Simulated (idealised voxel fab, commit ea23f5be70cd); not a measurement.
Module name: voxel trench capacitor (process module)
Pictured: cross-section cut, 275 nm wide, on a grid of 5 nm square cells.
Think of the cross-section as a grid of square cells. We describe it in bands, top to bottom, and each band covers one or more rows of those cells.
It is stipulated that each band's entry specify, in nanometres, the height of the top of the band and then that of its bottom, followed by the materials of the band in left-to-right sequence, each together with its width in nanometres. A single material marked by the word "edge to edge" is understood to fill the band from edge to edge; the word "air" is understood to denote empty space.
Measure heights from 0. That's the level where, below it, the as-received wafer is all one material. The lowest band is bottomless and extends downward; write it as in "top 0, no bottom".
The width entry "30->40" should be interpreted row by row: the top row of cells in the band takes the first number, the bottom row takes the second number, and the change between adjacent rows is uniform throughout.
Where a step carries "nothing different", the cross-section came out of it unchanged, cell for cell.
Entry "Closed void inventory". Content: empty spaces with no open connection to the top, size 8 cells or greater. Each: width x height at distance. Distance: from left edge. Unit: nm.
Post-settings text on a step line: simulator's own remark regarding the step.
"overlay nm", when on a step's line for a step with a mask, measures how far to the right of its planned place the mask lay; a negative measure means to the left.

**So here's the lineup of process steps we planned**
1 RECEIVE [material Si]
2 CONFORMAL_DEP [material SiN] [thk nm 10]
3 DIRECTIONAL_DEP [material aC] [thk nm 10]
4 PATTERN [tone open] [mask id TRENCH] [material resist] [width nm 25] [pitch nm 40] [thk nm 25] [overlay nm 0]
5 DIRECTIONAL_ETCH [etch materials aC] [depth nm 10]
6 STRIP [etch materials resist]
7 DIRECTIONAL_ETCH [etch materials SiN] [depth nm 10]
8 DIRECTIONAL_ETCH [etch materials Si] [depth nm 30]
9 STRIP [etch materials aC]
10 CONFORMAL_DEP [material HfO2] [thk nm 5]
11 CONFORMAL_DEP [material TiN] [thk nm 5]
12 FILL_DEP [material W] [thk nm 10]
13 CMP [height nm 10]

**First wafer out of two, processed as planned**

**As-received state of the wafer in cross-section, equivalent to post-step 1**
    top 0, no bottom: Si edge to edge
    Closed void inventory: none

**Sectional view: wafer, after step 2**
    top 10, bottom 0: SiN edge to edge
    Under 0: no change, same as before.

**Sectional view: wafer, after step 3**
    top 20, bottom 10: aC edge to edge
    Under 10: no change, same as before.

**Sectional view: wafer, after step 4**
    top 45, bottom 20: resist: 105, air: 25, resist: 15, air: 25, resist: 105
    Under 20: no change, same as before.

**Sectional view: wafer, after step 5**
    top 35, bottom 20: resist: 105, air: 25, resist: 15, air: 25, resist: 105
    top 20, bottom 10: aC: 105, air: 25, aC: 15, air: 25, aC: 105
    Under 10: no change, same as before.

**Sectional view: wafer, after step 6**
    top 20, bottom 10: aC: 105, air: 25, aC: 15, air: 25, aC: 105
    Under 10: no change, same as before.

**Sectional view: wafer, after step 7**
    top 20, bottom 10: aC: 105, air: 25, aC: 15, air: 25, aC: 105
    top 10, bottom 0: SiN: 105, air: 25, SiN: 15, air: 25, SiN: 105
    Under 0: no change, same as before.

**Sectional view: wafer, after step 8**
    top 20, bottom 10: aC: 105, air: 25, aC: 15, air: 25, aC: 105
    top 10, bottom 0: SiN: 105, air: 25, SiN: 15, air: 25, SiN: 105
    top 0, bottom -30: Si: 105, air: 25, Si: 15, air: 25, Si: 105
    Under -30: no change, same as before.

**Sectional view: wafer, after step 9**
    top 10, bottom 0: SiN: 105, air: 25, SiN: 15, air: 25, SiN: 105
    Under 0: no change, same as before.

**Sectional view: wafer, after step 10**
    top 15, bottom 10: HfO2: 110, air: 15, HfO2: 25, air: 15, HfO2: 110
    top 10, bottom 0: SiN: 105, HfO2: 5, air: 15, HfO2: 5, SiN: 15, HfO2: 5, air: 15, HfO2: 5, SiN: 105
    top 0, bottom -25: Si: 105, HfO2: 5, air: 15, HfO2: 5, Si: 15, HfO2: 5, air: 15, HfO2: 5, Si: 105
    top -25, bottom -30: Si: 105, HfO2: 25, Si: 15, HfO2: 25, Si: 105
    Under -30: no change, same as before.

**Sectional view: wafer, after step 11**
    top 20, bottom 15: TiN: 115, air: 5, TiN: 35, air: 5, TiN: 115
    top 15, bottom 10: HfO2: 110, TiN: 5, air: 5, TiN: 5, HfO2: 25, TiN: 5, air: 5, TiN: 5, HfO2: 110
    top 10, bottom 0: SiN: 105, HfO2: 5, TiN: 5, air: 5, TiN: 5, HfO2: 5, SiN: 15, HfO2: 5, TiN: 5, air: 5, TiN: 5, HfO2: 5, SiN: 105
    top 0, bottom -20: Si: 105, HfO2: 5, TiN: 5, air: 5, TiN: 5, HfO2: 5, Si: 15, HfO2: 5, TiN: 5, air: 5, TiN: 5, HfO2: 5, Si: 105
    top -20, bottom -25: Si: 105, HfO2: 5, TiN: 15, HfO2: 5, Si: 15, HfO2: 5, TiN: 15, HfO2: 5, Si: 105
    Under -25: no change, same as before.

**Sectional view: wafer, after step 12**
    top 30, bottom 20: W edge to edge
    top 20, bottom 15: TiN: 115, W: 5, TiN: 35, W: 5, TiN: 115
    top 15, bottom 10: HfO2: 110, TiN: 5, W: 5, TiN: 5, HfO2: 25, TiN: 5, W: 5, TiN: 5, HfO2: 110
    top 10, bottom 0: SiN: 105, HfO2: 5, TiN: 5, W: 5, TiN: 5, HfO2: 5, SiN: 15, HfO2: 5, TiN: 5, W: 5, TiN: 5, HfO2: 5, SiN: 105
    top 0, bottom -20: Si: 105, HfO2: 5, TiN: 5, W: 5, TiN: 5, HfO2: 5, Si: 15, HfO2: 5, TiN: 5, W: 5, TiN: 5, HfO2: 5, Si: 105
    Under -20: no change, same as before.

**Sectional view: wafer, after step 13**
    top 10, bottom 0: SiN: 105, HfO2: 5, TiN: 5, W: 5, TiN: 5, HfO2: 5, SiN: 15, HfO2: 5, TiN: 5, W: 5, TiN: 5, HfO2: 5, SiN: 105
    Under 0: no change, same as before.

**Here the second wafer is described. Its start and its plan were those of the first wafer. Its run contained one mistake. Up to and including step 9, it did exactly what the first wafer did**

Second wafer, cross-section, planned end of step 10: nothing different

**Second wafer, cross-section, planned end of step 11**
    top 15, bottom 10: TiN: 110, air: 15, TiN: 25, air: 15, TiN: 110
    top 10, bottom 0: SiN: 105, TiN: 5, air: 15, TiN: 5, SiN: 15, TiN: 5, air: 15, TiN: 5, SiN: 105
    top 0, bottom -25: Si: 105, TiN: 5, air: 15, TiN: 5, Si: 15, TiN: 5, air: 15, TiN: 5, Si: 105
    top -25, bottom -30: Si: 105, TiN: 25, Si: 15, TiN: 25, Si: 105
    Under -30: no change, same as before.

**Second wafer, cross-section, planned end of step 12**
    top 25, bottom 15: W edge to edge
    top 15, bottom 10: TiN: 110, W: 15, TiN: 25, W: 15, TiN: 110
    top 10, bottom 0: SiN: 105, TiN: 5, W: 15, TiN: 5, SiN: 15, TiN: 5, W: 15, TiN: 5, SiN: 105
    top 0, bottom -25: Si: 105, TiN: 5, W: 15, TiN: 5, Si: 15, TiN: 5, W: 15, TiN: 5, Si: 105
    Under -25: no change, same as before.

**Second wafer, cross-section, planned end of step 13**
    top 10, bottom 0: SiN: 105, TiN: 5, W: 15, TiN: 5, SiN: 15, TiN: 5, W: 15, TiN: 5, SiN: 105
    Under 0: no change, same as before.
Diagnosis: execution of step 10 of the plan did not take place, the step having been omitted
Wafer comparison, final, in cells, second relative to first, materials more or fewer: -38 HfO2 | +8 TiN | +30 W
